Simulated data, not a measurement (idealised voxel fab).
The process module that follows is named voxel spacer lines.
Each square cell in cross-section cut measures 5 nm, and the section as a whole is 270 nm wide.
Cross-sections here: square-cell grids, written as top-down lists of bands, a band being one or more rows of cells.
Within each band entry, the heights of the top and of the bottom of the band appear first, in that order and in nm; the materials of the band then follow from left to right, each with its corresponding width in nm. The designation "everywhere" on a single material indicates that it fills the band from edge to edge; the designation "empty" indicates empty space.
The reference from which all heights are counted is 0, the level beneath which the as-received wafer is entirely one material; the lowest band, having no lower bound, proceeds downward and is written after the example "top 0, no bottom".
Top row gets the first number, bottom row gets the second, and each row in between changes by the same step: that is how a band width like "30->40" works.
Reading "nothing altered" for a step: not a cell of the cross-section changed in it.
Heads up: "Unvented internal voids" only lists the empty pockets with no open path to the top that are 8 cells or more, and it writes them as width x height at distance, distance from the left edge, in nm.
Read whatever lies past the settings on a step's line as the simulator's own remark about the step.
A step line may carry the setting "overlay nm", which, for steps involving a mask, states the distance by which the mask lay to the right of its intended position; negative values denote displacement to the left.

PROCESS STEPS - PLAN
1 RECEIVE, material Si
2 CONFORMAL_DEP, material SiO2, thk nm 10
3 DIRECTIONAL_DEP, material W, thk nm 20
4 DIRECTIONAL_DEP, material polySi, thk nm 25
5 PATTERN, tone cover, mask id MANDREL, material resist, width nm 15, pitch nm 60, thk nm 35, overlay nm 0
6 DIRECTIONAL_ETCH, etch materials polySi, depth nm 25
7 STRIP, etch materials resist
8 CONFORMAL_DEP, material SiN, thk nm 15
9 DIRECTIONAL_ETCH, etch materials SiN, depth nm 15
10 STRIP, etch materials polySi
11 DIRECTIONAL_ETCH, etch materials W, depth nm 20
12 STRIP, etch materials SiN
13 FILL_DEP, material lowk, thk nm 5
14 CMP, height nm 30

CROSS-SECTION OF THE WAFER UPON ARRIVAL, REPRESENTING THE STATE REACHED AFTER STEP 1
	top 0, no bottom = Si everywhere
	Unvented internal voids: none

CROSS-SECTION TAKEN AT MODULE COMPLETION ON THE FIRST OF TWO WAFERS; PROCESSED PER THE PLAN
	top 30, bottom 10 = lowk=50; W=15; lowk=15; W=15; lowk=15; W=15; lowk=15; W=15; lowk=15; W=15; lowk=15; W=15; lowk=55
	top 10, bottom 0 = SiO2 everywhere
	top 0, no bottom = Si everywhere
	Unvented internal voids: none

CROSS-SECTIONAL VIEW OF THE SECOND OF TWO WAFERS UPON COMPLETION OF THE MODULE. THIS WAFER SHARED ITS STARTING CONDITION AND PROCESS PLAN WITH THE FIRST; ONE ERROR WAS MADE DURING ITS EXECUTION
	top 30, bottom 10 = lowk=50; W=15; lowk=15; W=15; lowk=15; W=15; lowk=15; W=15; lowk=15; W=15; lowk=15; W=15; lowk=55
	top 10, bottom 0 = polySi everywhere
	top 0, no bottom = Si everywhere
	Unvented internal voids: none
The mistake made against the process plan was this: step 2 ran with different settings than intended, the actual operation and settings being CONFORMAL_DEP, material polySi, thk nm 10
Wrapping up, a cell-based count of both wafers puts the second over or under the first for these materials: SiO2: 108 fewer; polySi: 108 more
